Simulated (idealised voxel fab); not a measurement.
The document below concerns the process module designated voxel gate over fins.
The cross-section on display is named cut; it measures 235 nm wide, and its cells are 5 nm squares.
In this document a cross-section is written as a grid of square cells. It is given as a series of bands, listed from the top down, and a band is one or more rows of cells.
A band entry consists of two parts. The first gives the height of the band's top and the height of its bottom, in nm. The rest lists the band's materials from left to right, each with its width in nm. A single material labelled with the word "all across" fills the band from edge to edge, and the word "air" marks empty space.
Basically, 0 is our baseline, since under it the wafer straight out of the box is all one material. The bottom band has no lower end and keeps on going down, so it looks like "z 0 and below".
Quick explanation for "30 to 40": the width changes in equal steps down the rows of cells, from the first number in the band's top row to the second number in its bottom row.
A step reported as "no alteration" is a step in which no cell of the cross-section changed.
"Closed internal cavities" enumerates empty spaces isolated from the top, with no open way to it, that contain at least 8 cells, giving each as width x height at distance from the left edge, all three in nm.
Where a step's line continues beyond its settings, the continuation is a remark by the simulator itself on that step.
Steps that use a mask can have "overlay nm" on their line. It says how far the mask sat to the right of where it was meant to be. Negative means to the left.
**Planned process steps**
1: RECEIVE (material Si)
2: CONFORMAL_DEP (material SiN; thk nm 5)
3: MASKED_ETCH (tone cover; mask id FINS; width nm 15; pitch nm 55; etch materials SiN; depth nm 5; overlay nm 0)
4: MASKED_ETCH (tone cover; mask id FINS; width nm 15; pitch nm 55; etch materials Si; depth nm 40; overlay nm 0)
5: OXIDIZE (depth nm 5)
6: FILL_DEP (material SiO2; thk nm 5)
7: CMP (height nm 5)
8: MASKED_ETCH (tone open; mask id RAIL; width nm 15; etch materials SiO2; depth nm 40; overlay nm 0)
9: CONFORMAL_DEP (material TiN; thk nm 5)
10: FILL_DEP (material W; thk nm 5)
11: CMP (height nm 5)
12: SELECTIVE_ETCH (etch materials W Ru TiN; depth nm 25)
13: FILL_DEP (material SiO2; thk nm 5)
14: CMP (height nm 5)
15: SELECTIVE_ETCH (etch materials SiO2; depth nm 15)
16: STRIP (etch materials SiN)
17: CONFORMAL_DEP (material HfO2; thk nm 5)
18: CONFORMAL_DEP (material TiN; thk nm 5)
19: CONFORMAL_DEP (material TiAl; thk nm 5)
20: CONFORMAL_DEP (material TiN; thk nm 5)
21: FILL_DEP (material W; thk nm 10)
22: CMP (height nm 25)
23: CONFORMAL_DEP (material SiN; thk nm 10)
Don't read the plan's width nm for step 4 as applying to every wafer: that's the first wafer's value, and the wafers differ in it, though they all start identical.
**The as-received cross-section of the first of several wafers corresponds to the state after step 1**
  z 0 and below  Si all across
  Closed internal cavities: none
**Here's the first of several wafers in cross-section, end of the module, after the last step, step 23**
  z 35 to 25  SiN all across
  z 25 to 20  W all across
  z 20 to 15  40 W; 45 TiN; 10 W; 45 TiN; 10 W; 45 TiN; 40 W
  z 15 to 10  40 W; 5 TiN; 35 TiAl; 5 TiN; 10 W; 5 TiN; 35 TiAl; 5 TiN; 10 W; 5 TiN; 35 TiAl; 5 TiN; 40 W
  z 10 to 5  45 TiN; 5 TiAl; 25 TiN; 5 TiAl; 20 TiN; 5 TiAl; 25 TiN; 5 TiAl; 20 TiN; 5 TiAl; 25 TiN; 5 TiAl; 45 TiN
  z 5 to 0  50 TiAl; 5 TiN; 15 HfO2; 5 TiN; 30 TiAl; 5 TiN; 15 HfO2; 5 TiN; 30 TiAl; 5 TiN; 15 HfO2; 5 TiN; 50 TiAl
  z 0 to -5  55 TiN; 5 HfO2; 5 Si; 5 HfO2; 40 TiN; 5 HfO2; 5 Si; 5 HfO2; 40 TiN; 5 HfO2; 5 Si; 5 HfO2; 55 TiN
  z -5 to -10  60 HfO2; 5 Si; 50 HfO2; 5 Si; 50 HfO2; 5 Si; 60 HfO2
  z -10 to -20  60 SiO2; 5 Si; 50 SiO2; 5 Si; 50 SiO2; 5 Si; 60 SiO2
  z -20 to -30  60 SiO2; 5 Si; 15 SiO2; 5 TiN; 5 W; 5 TiN; 20 SiO2; 5 Si; 50 SiO2; 5 Si; 60 SiO2
  z -30 to -35  60 SiO2; 5 Si; 15 SiO2; 15 TiN; 20 SiO2; 5 Si; 50 SiO2; 5 Si; 60 SiO2
  z -35 to -45  60 SiO2; 5 Si; 50 SiO2; 5 Si; 50 SiO2; 5 Si; 60 SiO2
  z -45 and below  Si all across
  Closed internal cavities: none
**Module end, final wafer: cross-section**
  z 35 to 25  SiN all across
  z 25 to 20  W all across
  z 20 to 15  40 W; 45 TiN; 10 W; 45 TiN; 10 W; 45 TiN; 40 W
  z 15 to 10  35 W; 10 TiN; 35 TiAl; 20 TiN; 35 TiAl; 20 TiN; 35 TiAl; 15 TiN; 30 W
  z 10 to 5  40 TiN; 10 TiAl; 25 TiN; 15 TiAl; 5 TiN; 10 TiAl; 25 TiN; 15 TiAl; 5 TiN; 10 TiAl; 25 TiN; 15 TiAl; 35 TiN
  z 5 to 0  45 TiAl; 10 TiN; 15 HfO2; 15 TiN; 15 TiAl; 10 TiN; 15 HfO2; 15 TiN; 15 TiAl; 10 TiN; 15 HfO2; 15 TiN; 40 TiAl
  z 0 to -5  50 TiN; 10 HfO2; 5 Si; 15 HfO2; 25 TiN; 10 HfO2; 5 Si; 15 HfO2; 25 TiN; 10 HfO2; 5 Si; 15 HfO2; 45 TiN
  z -5 to -10  55 HfO2; 20 Si; 35 HfO2; 20 Si; 35 HfO2; 20 Si; 50 HfO2
  z -10 to -20  55 SiO2; 20 Si; 35 SiO2; 20 Si; 35 SiO2; 20 Si; 50 SiO2
  z -20 to -30  55 SiO2; 20 Si; 5 SiO2; 5 TiN; 5 W; 5 TiN; 15 SiO2; 20 Si; 35 SiO2; 20 Si; 50 SiO2
  z -30 to -35  55 SiO2; 20 Si; 5 SiO2; 15 TiN; 15 SiO2; 20 Si; 35 SiO2; 20 Si; 50 SiO2
  z -35 to -45  55 SiO2; 20 Si; 35 SiO2; 20 Si; 35 SiO2; 20 Si; 50 SiO2
  z -45 and below  Si all across
  Closed internal cavities: none
**The following table contains a row per wafer, in which are reported, at the conclusion of the module, the cells of each material gained (+) or lost (-) since the wafer's receipt, with its closed voids given thereafter**
width nm 15, +59 HfO2, -396 Si, +94 SiN, +299 SiO2, +59 TiAl, +125 TiN, +89 W, Closed internal cavities: none
width nm 20, +59 HfO2, -372 Si, +94 SiN, +278 SiO2, +59 TiAl, +125 TiN, +86 W, Closed internal cavities: none
width nm 25, +59 HfO2, -348 Si, +94 SiN, +257 SiO2, +59 TiAl, +125 TiN, +83 W, Closed internal cavities: none
width nm 30, +59 HfO2, -324 Si, +94 SiN, +236 SiO2, +59 TiAl, +123 TiN, +82 W, Closed internal cavities: none
